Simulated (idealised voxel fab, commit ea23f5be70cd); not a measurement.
A process module follows: voxel plated lines.
In the cross-section labelled cut, the width is 260 nm and each square cell is 5 nm.
When this document writes out a cross-section, it uses a grid of square cells and lists it as bands, beginning at the top and moving down, with a band standing for one or more rows of cells.
First you get the band's top height and its bottom height, in nm, and then the materials it's made of, left to right, with each width in nm. If you see a single material with "all across", that one covers the band edge to edge. "blank" is empty space.
Counting heights begins at 0, where everything beneath is, in the wafer as received, one material. The lowest band has no bottom; it goes on downwards, as "0..down" shows.
Graded width ("30 to 40"): value in top row of band = first number; value in bottom row = second number; row-to-row change constant.
The designation "remained unchanged", where it is given for a processing step, indicates that no cell of the cross-section was altered in the course of that step.
"Trapped cavities" specifies each empty space that is not open to the top and that occupies no fewer than 8 cells, using the form width x height at distance, the distance measured from the left edge and all three quantities in nm.
Step line, after settings: the simulator's comment on this step.
overlay nm, on a step with a mask: how far to the right of its planned place the mask lay; to the left if negative

**Steps planned for the process**
1 RECEIVE, material Si
2 CONFORMAL_DEP, material SiO2, thk nm 5
3 DIRECTIONAL_DEP, material TiN, thk nm 5
4 PATTERN, tone open, mask id LINES, material resist, width nm 30, pitch nm 50, thk nm 35, overlay nm 0
5 EPI, material Ru, thk nm 5
6 EPI, material Ru, thk nm 10
7 EPI, material Ru, thk nm 5
8 STRIP, etch materials resist
9 DIRECTIONAL_ETCH, etch materials TiN, depth nm 5
10 CONFORMAL_DEP, material SiO2, thk nm 10

**Of two wafers, the first: run according to plan**

**Wafer cross-section on receipt, i.e. after step 1**
> 0..down | Si all across
> Trapped cavities: none

**Presented here is a cross-section of the wafer after step 2 has been performed**
> 5..0 | SiO2 all across
> At heights below 0, the structure remains unaltered.

**Presented here is a cross-section of the wafer after step 3 has been performed**
> 10..5 | TiN all across
> At heights below 5, the structure remains unaltered.

**Presented here is a cross-section of the wafer after step 4 has been performed**
> 45..10 | resist: 40; blank: 30; resist: 20; blank: 30; resist: 20; blank: 30; resist: 20; blank: 30; resist: 40
> At heights below 10, the structure remains unaltered.

**Presented here is a cross-section of the wafer after step 5 has been performed**
> 45..15 | resist: 40; blank: 30; resist: 20; blank: 30; resist: 20; blank: 30; resist: 20; blank: 30; resist: 40
> 15..10 | resist: 40; Ru: 30; resist: 20; Ru: 30; resist: 20; Ru: 30; resist: 20; Ru: 30; resist: 40
> At heights below 10, the structure remains unaltered.

**Presented here is a cross-section of the wafer after step 6 has been performed**
> 45..25 | resist: 40; blank: 30; resist: 20; blank: 30; resist: 20; blank: 30; resist: 20; blank: 30; resist: 40
> 25..10 | resist: 40; Ru: 30; resist: 20; Ru: 30; resist: 20; Ru: 30; resist: 20; Ru: 30; resist: 40
> At heights below 10, the structure remains unaltered.

**Presented here is a cross-section of the wafer after step 7 has been performed**
> 45..30 | resist: 40; blank: 30; resist: 20; blank: 30; resist: 20; blank: 30; resist: 20; blank: 30; resist: 40
> 30..10 | resist: 40; Ru: 30; resist: 20; Ru: 30; resist: 20; Ru: 30; resist: 20; Ru: 30; resist: 40
> At heights below 10, the structure remains unaltered.

**Presented here is a cross-section of the wafer after step 8 has been performed**
> 30..10 | blank: 40; Ru: 30; blank: 20; Ru: 30; blank: 20; Ru: 30; blank: 20; Ru: 30; blank: 40
> At heights below 10, the structure remains unaltered.

**Presented here is a cross-section of the wafer after step 9 has been performed**
> 30..10 | blank: 40; Ru: 30; blank: 20; Ru: 30; blank: 20; Ru: 30; blank: 20; Ru: 30; blank: 40
> 10..5 | blank: 40; TiN: 30; blank: 20; TiN: 30; blank: 20; TiN: 30; blank: 20; TiN: 30; blank: 40
> At heights below 5, the structure remains unaltered.

**Presented here is a cross-section of the wafer after step 10 has been performed**
> 40..30 | blank: 30; SiO2: 200; blank: 30
> 30..15 | blank: 30; SiO2: 10; Ru: 30; SiO2: 20; Ru: 30; SiO2: 20; Ru: 30; SiO2: 20; Ru: 30; SiO2: 10; blank: 30
> 15..10 | SiO2: 40; Ru: 30; SiO2: 20; Ru: 30; SiO2: 20; Ru: 30; SiO2: 20; Ru: 30; SiO2: 40
> 10..5 | SiO2: 40; TiN: 30; SiO2: 20; TiN: 30; SiO2: 20; TiN: 30; SiO2: 20; TiN: 30; SiO2: 40
> At heights below 5, the structure remains unaltered.

**Now the other wafer: same start, same recipe, but we messed up one thing when running it. Up to and including step 2 it's the same as the first one**

**Cross-section of the second wafer corresponding to the planned conclusion of step 3**
> 10..0 | SiO2 all across
> At heights below 0, the structure remains unaltered.

**Cross-section of the second wafer corresponding to the planned conclusion of step 4**
> 45..10 | resist: 40; blank: 30; resist: 20; blank: 30; resist: 20; blank: 30; resist: 20; blank: 30; resist: 40
> At heights below 10, the structure remains unaltered.

Cross-section of the second wafer corresponding to the planned conclusion of step 5: remained unchanged

Cross-section of the second wafer corresponding to the planned conclusion of step 6: remained unchanged

Cross-section of the second wafer corresponding to the planned conclusion of step 7: remained unchanged

**Cross-section of the second wafer corresponding to the planned conclusion of step 8**
> 10..0 | SiO2 all across
> At heights below 0, the structure remains unaltered.

Cross-section of the second wafer corresponding to the planned conclusion of step 9: remained unchanged

**Cross-section of the second wafer corresponding to the planned conclusion of step 10**
> 20..0 | SiO2 all across
> At heights below 0, the structure remains unaltered.
Finding, execution versus plan: step 3 ran as: DIRECTIONAL_DEP, material SiO2, thk nm 5
End of process, cell counts, second wafer against first, materials with more or fewer: -96 Ru; -28 SiO2; -24 TiN
